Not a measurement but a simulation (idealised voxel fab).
The document below concerns the process module designated voxel gate over fins.
Each square cell in cross-section cut measures 5 nm, and the section as a whole is 195 nm wide.
Just so we're on the same page, the cross-sections are grids of square cells, and they're listed out in bands top to bottom, each band one or more rows deep. Per band: top height and bottom height in nm, followed by the left-to-right materials and their widths in nm; "full width" marks a single material spanning edge to edge, "empty" marks empty space. Heights are measured from 0, the level below which the as-received wafer is all one material; the lowest band has no bottom and continues downward, written as in "top 0, no bottom". A two-number width, for instance "30..40", indicates that the width is equal to the first number in the top row of the band and to the second number in the bottom row, and that it changes by a constant amount per row of cells. A step reported as "no alteration" is a step in which no cell of the cross-section changed. You'll see "Closed void register" listing empty spaces that have no way open to the top, as long as they're 8 cells or more; the notation is width x height at distance, where the distance is from the left edge, and all of it is in nm. Anything after a step's settings on that line? It's the simulator's own note about the step. A step line may carry the setting "overlay nm", which, for steps involving a mask, states the distance by which the mask lay to the right of its intended position; negative values denote displacement to the left.

Plan:
| 1 | RECEIVE | material Si |
| 2 | CONFORMAL_DEP | material SiN | thk nm 5 |
| 3 | PATTERN | tone cover | mask id FINS | material resist | width nm 15 | pitch nm 60 | thk nm 15 | overlay nm 0 |
| 4 | DIRECTIONAL_ETCH | etch materials SiN | depth nm 5 |
| 5 | DIRECTIONAL_ETCH | etch materials Si | depth nm 40 |
| 6 | STRIP | etch materials resist |
| 7 | FILL_DEP | material SiO2 | thk nm 15 |
| 8 | CMP | height nm 5 |
| 9 | PATTERN | tone open | mask id RAIL | material resist | width nm 15 | thk nm 15 | overlay nm 0 |
| 10 | DIRECTIONAL_ETCH | etch materials SiO2 | depth nm 40 |
| 11 | STRIP | etch materials resist |
| 12 | CONFORMAL_DEP | material TiN | thk nm 5 |
| 13 | FILL_DEP | material W | thk nm 5 |
| 14 | CMP | height nm 5 |
| 15 | SELECTIVE_ETCH | etch materials W Ru TiN | depth nm 25 |
| 16 | FILL_DEP | material SiO2 | thk nm 5 |
| 17 | CMP | height nm 5 |
| 18 | SELECTIVE_ETCH | etch materials SiO2 | depth nm 20 |
| 19 | STRIP | etch materials SiN |
| 20 | CONFORMAL_DEP | material HfO2 | thk nm 5 |
| 21 | CONFORMAL_DEP | material TiN | thk nm 5 |
| 22 | CONFORMAL_DEP | material TiAl | thk nm 5 |
| 23 | CONFORMAL_DEP | material TiN | thk nm 5 |
| 24 | FILL_DEP | material W | thk nm 10 |
| 25 | CMP | height nm 25 |
| 26 | CONFORMAL_DEP | material SiCN | thk nm 5 |

Account of the first of two wafers, which was processed as intended:

Cross-section of the incoming wafer, state after step 1:
top 0, no bottom: Si full width
Closed void register: none

Once step 2 is through, the wafer looks like this in cross-section:
top 5, bottom 0: SiN full width
Anything lower than 0 is untouched.

Once step 3 is through, the wafer looks like this in cross-section:
top 20, bottom 5: empty (30), resist (15), empty (45), resist (15), empty (45), resist (15), empty (30)
Anything lower than 5 is untouched.

Once step 4 is through, the wafer looks like this in cross-section:
top 20, bottom 5: empty (30), resist (15), empty (45), resist (15), empty (45), resist (15), empty (30)
top 5, bottom 0: empty (30), SiN (15), empty (45), SiN (15), empty (45), SiN (15), empty (30)
Anything lower than 0 is untouched.

Once step 5 is through, the wafer looks like this in cross-section:
top 20, bottom 5: empty (30), resist (15), empty (45), resist (15), empty (45), resist (15), empty (30)
top 5, bottom 0: empty (30), SiN (15), empty (45), SiN (15), empty (45), SiN (15), empty (30)
top 0, bottom -40: empty (30), Si (15), empty (45), Si (15), empty (45), Si (15), empty (30)
Anything lower than -40 is untouched.

Once step 6 is through, the wafer looks like this in cross-section:
top 5, bottom 0: empty (30), SiN (15), empty (45), SiN (15), empty (45), SiN (15), empty (30)
Anything lower than 0 is untouched.

Once step 7 is through, the wafer looks like this in cross-section:
top 20, bottom 5: SiO2 full width
top 5, bottom 0: SiO2 (30), SiN (15), SiO2 (45), SiN (15), SiO2 (45), SiN (15), SiO2 (30)
top 0, bottom -40: SiO2 (30), Si (15), SiO2 (45), Si (15), SiO2 (45), Si (15), SiO2 (30)
Anything lower than -40 is untouched.

Once step 8 is through, the wafer looks like this in cross-section:
top 5, bottom 0: SiO2 (30), SiN (15), SiO2 (45), SiN (15), SiO2 (45), SiN (15), SiO2 (30)
Anything lower than 0 is untouched.

Once step 9 is through, the wafer looks like this in cross-section:
top 20, bottom 5: resist (60), empty (15), resist (120)
Anything lower than 5 is untouched.

Once step 10 is through, the wafer looks like this in cross-section:
top 20, bottom 5: resist (60), empty (15), resist (120)
top 5, bottom 0: SiO2 (30), SiN (15), SiO2 (15), empty (15), SiO2 (15), SiN (15), SiO2 (45), SiN (15), SiO2 (30)
top 0, bottom -35: SiO2 (30), Si (15), SiO2 (15), empty (15), SiO2 (15), Si (15), SiO2 (45), Si (15), SiO2 (30)
Anything lower than -35 is untouched.

Once step 11 is through, the wafer looks like this in cross-section:
top 5, bottom 0: SiO2 (30), SiN (15), SiO2 (15), empty (15), SiO2 (15), SiN (15), SiO2 (45), SiN (15), SiO2 (30)
Anything lower than 0 is untouched.

Once step 12 is through, the wafer looks like this in cross-section:
top 10, bottom 5: TiN (65), empty (5), TiN (125)
top 5, bottom 0: SiO2 (30), SiN (15), SiO2 (15), TiN (5), empty (5), TiN (5), SiO2 (15), SiN (15), SiO2 (45), SiN (15), SiO2 (30)
top 0, bottom -30: SiO2 (30), Si (15), SiO2 (15), TiN (5), empty (5), TiN (5), SiO2 (15), Si (15), SiO2 (45), Si (15), SiO2 (30)
top -30, bottom -35: SiO2 (30), Si (15), SiO2 (15), TiN (15), SiO2 (15), Si (15), SiO2 (45), Si (15), SiO2 (30)
Anything lower than -35 is untouched.

Once step 13 is through, the wafer looks like this in cross-section:
top 15, bottom 10: W full width
top 10, bottom 5: TiN (65), W (5), TiN (125)
top 5, bottom 0: SiO2 (30), SiN (15), SiO2 (15), TiN (5), W (5), TiN (5), SiO2 (15), SiN (15), SiO2 (45), SiN (15), SiO2 (30)
top 0, bottom -30: SiO2 (30), Si (15), SiO2 (15), TiN (5), W (5), TiN (5), SiO2 (15), Si (15), SiO2 (45), Si (15), SiO2 (30)
Anything lower than -30 is untouched.

Once step 14 is through, the wafer looks like this in cross-section:
top 5, bottom 0: SiO2 (30), SiN (15), SiO2 (15), TiN (5), W (5), TiN (5), SiO2 (15), SiN (15), SiO2 (45), SiN (15), SiO2 (30)
Anything lower than 0 is untouched.

Once step 15 is through, the wafer looks like this in cross-section:
top 5, bottom 0: SiO2 (30), SiN (15), SiO2 (15), empty (15), SiO2 (15), SiN (15), SiO2 (45), SiN (15), SiO2 (30)
top 0, bottom -20: SiO2 (30), Si (15), SiO2 (15), empty (15), SiO2 (15), Si (15), SiO2 (45), Si (15), SiO2 (30)
Anything lower than -20 is untouched.

Once step 16 is through, the wafer looks like this in cross-section:
top 10, bottom 5: SiO2 full width
top 5, bottom 0: SiO2 (30), SiN (15), SiO2 (45), SiN (15), SiO2 (45), SiN (15), SiO2 (30)
top 0, bottom -20: SiO2 (30), Si (15), SiO2 (45), Si (15), SiO2 (45), Si (15), SiO2 (30)
Anything lower than -20 is untouched.

Once step 17 is through, the wafer looks like this in cross-section:
top 5, bottom 0: SiO2 (30), SiN (15), SiO2 (45), SiN (15), SiO2 (45), SiN (15), SiO2 (30)
Anything lower than 0 is untouched.

Once step 18 is through, the wafer looks like this in cross-section:
top 5, bottom 0: empty (30), SiN (15), empty (45), SiN (15), empty (45), SiN (15), empty (30)
top 0, bottom -15: empty (30), Si (15), empty (45), Si (15), empty (45), Si (15), empty (30)
Anything lower than -15 is untouched.

Once step 19 is through, the wafer looks like this in cross-section:
top 0, bottom -15: empty (30), Si (15), empty (45), Si (15), empty (45), Si (15), empty (30)
Anything lower than -15 is untouched.

Once step 20 is through, the wafer looks like this in cross-section:
top 5, bottom 0: empty (25), HfO2 (25), empty (35), HfO2 (25), empty (35), HfO2 (25), empty (25)
top 0, bottom -10: empty (25), HfO2 (5), Si (15), HfO2 (5), empty (35), HfO2 (5), Si (15), HfO2 (5), empty (35), HfO2 (5), Si (15), HfO2 (5), empty (25)
top -10, bottom -15: HfO2 (30), Si (15), HfO2 (45), Si (15), HfO2 (45), Si (15), HfO2 (30)
Anything lower than -15 is untouched.

Once step 21 is through, the wafer looks like this in cross-section:
top 10, bottom 5: empty (20), TiN (35), empty (25), TiN (35), empty (25), TiN (35), empty (20)
top 5, bottom 0: empty (20), TiN (5), HfO2 (25), TiN (5), empty (25), TiN (5), HfO2 (25), TiN (5), empty (25), TiN (5), HfO2 (25), TiN (5), empty (20)
top 0, bottom -5: empty (20), TiN (5), HfO2 (5), Si (15), HfO2 (5), TiN (5), empty (25), TiN (5), HfO2 (5), Si (15), HfO2 (5), TiN (5), empty (25), TiN (5), HfO2 (5), Si (15), HfO2 (5), TiN (5), empty (20)
top -5, bottom -10: TiN (25), HfO2 (5), Si (15), HfO2 (5), TiN (35), HfO2 (5), Si (15), HfO2 (5), TiN (35), HfO2 (5), Si (15), HfO2 (5), TiN (25)
Anything lower than -10 is untouched.

Once step 22 is through, the wafer looks like this in cross-section:
top 15, bottom 10: empty (15), TiAl (45), empty (15), TiAl (45), empty (15), TiAl (45), empty (15)
top 10, bottom 5: empty (15), TiAl (5), TiN (35), TiAl (5), empty (15), TiAl (5), TiN (35), TiAl (5), empty (15), TiAl (5), TiN (35), TiAl (5), empty (15)
top 5, bottom 0: empty (15), TiAl (5), TiN (5), HfO2 (25), TiN (5), TiAl (5), empty (15), TiAl (5), TiN (5), HfO2 (25), TiN (5), TiAl (5), empty (15), TiAl (5), TiN (5), HfO2 (25), TiN (5), TiAl (5), empty (15)
top 0, bottom -5: TiAl (20), TiN (5), HfO2 (5), Si (15), HfO2 (5), TiN (5), TiAl (25), TiN (5), HfO2 (5), Si (15), HfO2 (5), TiN (5), TiAl (25), TiN (5), HfO2 (5), Si (15), HfO2 (5), TiN (5), TiAl (20)
Anything lower than -5 is untouched.

Once step 23 is through, the wafer looks like this in cross-section:
top 20, bottom 15: empty (10), TiN (55), empty (5), TiN (55), empty (5), TiN (55), empty (10)
top 15, bottom 10: empty (10), TiN (5), TiAl (45), TiN (5), empty (5), TiN (5), TiAl (45), TiN (5), empty (5), TiN (5), TiAl (45), TiN (5), empty (10)
top 10, bottom 5: empty (10), TiN (5), TiAl (5), TiN (35), TiAl (5), TiN (5), empty (5), TiN (5), TiAl (5), TiN (35), TiAl (5), TiN (5), empty (5), TiN (5), TiAl (5), TiN (35), TiAl (5), TiN (5), empty (10)
top 5, bottom 0: TiN (15), TiAl (5), TiN (5), HfO2 (25), TiN (5), TiAl (5), TiN (15), TiAl (5), TiN (5), HfO2 (25), TiN (5), TiAl (5), TiN (15), TiAl (5), TiN (5), HfO2 (25), TiN (5), TiAl (5), TiN (15)
Anything lower than 0 is untouched.

Once step 24 is through, the wafer looks like this in cross-section:
top 30, bottom 20: W full width
top 20, bottom 15: W (10), TiN (55), W (5), TiN (55), W (5), TiN (55), W (10)
top 15, bottom 10: W (10), TiN (5), TiAl (45), TiN (5), W (5), TiN (5), TiAl (45), TiN (5), W (5), TiN (5), TiAl (45), TiN (5), W (10)
top 10, bottom 5: W (10), TiN (5), TiAl (5), TiN (35), TiAl (5), TiN (5), W (5), TiN (5), TiAl (5), TiN (35), TiAl (5), TiN (5), W (5), TiN (5), TiAl (5), TiN (35), TiAl (5), TiN (5), W (10)
Anything lower than 5 is untouched.

Once step 25 is through, the wafer looks like this in cross-section:
top 25, bottom 20: W full width
Anything lower than 20 is untouched.

Once step 26 is through, the wafer looks like this in cross-section:
top 30, bottom 25: SiCN full width
Anything lower than 25 is untouched.

What follows concerns the second wafer, which started out like the first and was meant to follow the very same plan; one mistake crept in when it was run, but everything up to and including step 8 is the same as for the first wafer:

The second wafer in cross-section, at the planned close of step 9:
top 20, bottom 5: resist (65), empty (15), resist (115)
Anything lower than 5 is untouched.

The second wafer in cross-section, at the planned close of step 10:
top 20, bottom 5: resist (65), empty (15), resist (115)
top 5, bottom 0: SiO2 (30), SiN (15), SiO2 (20), empty (15), SiO2 (10), SiN (15), SiO2 (45), SiN (15), SiO2 (30)
top 0, bottom -35: SiO2 (30), Si (15), SiO2 (20), empty (15), SiO2 (10), Si (15), SiO2 (45), Si (15), SiO2 (30)
Anything lower than -35 is untouched.

The second wafer in cross-section, at the planned close of step 11:
top 5, bottom 0: SiO2 (30), SiN (15), SiO2 (20), empty (15), SiO2 (10), SiN (15), SiO2 (45), SiN (15), SiO2 (30)
Anything lower than 0 is untouched.

The second wafer in cross-section, at the planned close of step 12:
top 10, bottom 5: TiN (70), empty (5), TiN (120)
top 5, bottom 0: SiO2 (30), SiN (15), SiO2 (20), TiN (5), empty (5), TiN (5), SiO2 (10), SiN (15), SiO2 (45), SiN (15), SiO2 (30)
top 0, bottom -30: SiO2 (30), Si (15), SiO2 (20), TiN (5), empty (5), TiN (5), SiO2 (10), Si (15), SiO2 (45), Si (15), SiO2 (30)
top -30, bottom -35: SiO2 (30), Si (15), SiO2 (20), TiN (15), SiO2 (10), Si (15), SiO2 (45), Si (15), SiO2 (30)
Anything lower than -35 is untouched.

The second wafer in cross-section, at the planned close of step 13:
top 15, bottom 10: W full width
top 10, bottom 5: TiN (70), W (5), TiN (120)
top 5, bottom 0: SiO2 (30), SiN (15), SiO2 (20), TiN (5), W (5), TiN (5), SiO2 (10), SiN (15), SiO2 (45), SiN (15), SiO2 (30)
top 0, bottom -30: SiO2 (30), Si (15), SiO2 (20), TiN (5), W (5), TiN (5), SiO2 (10), Si (15), SiO2 (45), Si (15), SiO2 (30)
Anything lower than -30 is untouched.

The second wafer in cross-section, at the planned close of step 14:
top 5, bottom 0: SiO2 (30), SiN (15), SiO2 (20), TiN (5), W (5), TiN (5), SiO2 (10), SiN (15), SiO2 (45), SiN (15), SiO2 (30)
Anything lower than 0 is untouched.

The second wafer in cross-section, at the planned close of step 15:
top 5, bottom 0: SiO2 (30), SiN (15), SiO2 (20), empty (15), SiO2 (10), SiN (15), SiO2 (45), SiN (15), SiO2 (30)
top 0, bottom -20: SiO2 (30), Si (15), SiO2 (20), empty (15), SiO2 (10), Si (15), SiO2 (45), Si (15), SiO2 (30)
Anything lower than -20 is untouched.

The second wafer in cross-section, at the planned close of step 16:
top 10, bottom 5: SiO2 full width
top 5, bottom 0: SiO2 (30), SiN (15), SiO2 (45), SiN (15), SiO2 (45), SiN (15), SiO2 (30)
top 0, bottom -20: SiO2 (30), Si (15), SiO2 (45), Si (15), SiO2 (45), Si (15), SiO2 (30)
Anything lower than -20 is untouched.

The second wafer in cross-section, at the planned close of step 17:
top 5, bottom 0: SiO2 (30), SiN (15), SiO2 (45), SiN (15), SiO2 (45), SiN (15), SiO2 (30)
Anything lower than 0 is untouched.

The second wafer in cross-section, at the planned close of step 18:
top 5, bottom 0: empty (30), SiN (15), empty (45), SiN (15), empty (45), SiN (15), empty (30)
top 0, bottom -15: empty (30), Si (15), empty (45), Si (15), empty (45), Si (15), empty (30)
Anything lower than -15 is untouched.

The second wafer in cross-section, at the planned close of step 19:
top 0, bottom -15: empty (30), Si (15), empty (45), Si (15), empty (45), Si (15), empty (30)
Anything lower than -15 is untouched.

The second wafer in cross-section, at the planned close of step 20:
top 5, bottom 0: empty (25), HfO2 (25), empty (35), HfO2 (25), empty (35), HfO2 (25), empty (25)
top 0, bottom -10: empty (25), HfO2 (5), Si (15), HfO2 (5), empty (35), HfO2 (5), Si (15), HfO2 (5), empty (35), HfO2 (5), Si (15), HfO2 (5), empty (25)
top -10, bottom -15: HfO2 (30), Si (15), HfO2 (45), Si (15), HfO2 (45), Si (15), HfO2 (30)
Anything lower than -15 is untouched.

The second wafer in cross-section, at the planned close of step 21:
top 10, bottom 5: empty (20), TiN (35), empty (25), TiN (35), empty (25), TiN (35), empty (20)
top 5, bottom 0: empty (20), TiN (5), HfO2 (25), TiN (5), empty (25), TiN (5), HfO2 (25), TiN (5), empty (25), TiN (5), HfO2 (25), TiN (5), empty (20)
top 0, bottom -5: empty (20), TiN (5), HfO2 (5), Si (15), HfO2 (5), TiN (5), empty (25), TiN (5), HfO2 (5), Si (15), HfO2 (5), TiN (5), empty (25), TiN (5), HfO2 (5), Si (15), HfO2 (5), TiN (5), empty (20)
top -5, bottom -10: TiN (25), HfO2 (5), Si (15), HfO2 (5), TiN (35), HfO2 (5), Si (15), HfO2 (5), TiN (35), HfO2 (5), Si (15), HfO2 (5), TiN (25)
Anything lower than -10 is untouched.

The second wafer in cross-section, at the planned close of step 22:
top 15, bottom 10: empty (15), TiAl (45), empty (15), TiAl (45), empty (15), TiAl (45), empty (15)
top 10, bottom 5: empty (15), TiAl (5), TiN (35), TiAl (5), empty (15), TiAl (5), TiN (35), TiAl (5), empty (15), TiAl (5), TiN (35), TiAl (5), empty (15)
top 5, bottom 0: empty (15), TiAl (5), TiN (5), HfO2 (25), TiN (5), TiAl (5), empty (15), TiAl (5), TiN (5), HfO2 (25), TiN (5), TiAl (5), empty (15), TiAl (5), TiN (5), HfO2 (25), TiN (5), TiAl (5), empty (15)
top 0, bottom -5: TiAl (20), TiN (5), HfO2 (5), Si (15), HfO2 (5), TiN (5), TiAl (25), TiN (5), HfO2 (5), Si (15), HfO2 (5), TiN (5), TiAl (25), TiN (5), HfO2 (5), Si (15), HfO2 (5), TiN (5), TiAl (20)
Anything lower than -5 is untouched.

The second wafer in cross-section, at the planned close of step 23:
top 20, bottom 15: empty (10), TiN (55), empty (5), TiN (55), empty (5), TiN (55), empty (10)
top 15, bottom 10: empty (10), TiN (5), TiAl (45), TiN (5), empty (5), TiN (5), TiAl (45), TiN (5), empty (5), TiN (5), TiAl (45), TiN (5), empty (10)
top 10, bottom 5: empty (10), TiN (5), TiAl (5), TiN (35), TiAl (5), TiN (5), empty (5), TiN (5), TiAl (5), TiN (35), TiAl (5), TiN (5), empty (5), TiN (5), TiAl (5), TiN (35), TiAl (5), TiN (5), empty (10)
top 5, bottom 0: TiN (15), TiAl (5), TiN (5), HfO2 (25), TiN (5), TiAl (5), TiN (15), TiAl (5), TiN (5), HfO2 (25), TiN (5), TiAl (5), TiN (15), TiAl (5), TiN (5), HfO2 (25), TiN (5), TiAl (5), TiN (15)
Anything lower than 0 is untouched.

The second wafer in cross-section, at the planned close of step 24:
top 30, bottom 20: W full width
top 20, bottom 15: W (10), TiN (55), W (5), TiN (55), W (5), TiN (55), W (10)
top 15, bottom 10: W (10), TiN (5), TiAl (45), TiN (5), W (5), TiN (5), TiAl (45), TiN (5), W (5), TiN (5), TiAl (45), TiN (5), W (10)
top 10, bottom 5: W (10), TiN (5), TiAl (5), TiN (35), TiAl (5), TiN (5), W (5), TiN (5), TiAl (5), TiN (35), TiAl (5), TiN (5), W (5), TiN (5), TiAl (5), TiN (35), TiAl (5), TiN (5), W (10)
Anything lower than 5 is untouched.

The second wafer in cross-section, at the planned close of step 25:
top 25, bottom 20: W full width
Anything lower than 20 is untouched.

The second wafer in cross-section, at the planned close of step 26:
top 30, bottom 25: SiCN full width
Anything lower than 25 is untouched.
Plan not followed: the process deviated at step 9: the operation and settings actually run there were PATTERN | tone open | mask id RAIL | material resist | width nm 15 | thk nm 15 | overlay nm 5
Cell counts per material: same on both final wafers. Positions: different.
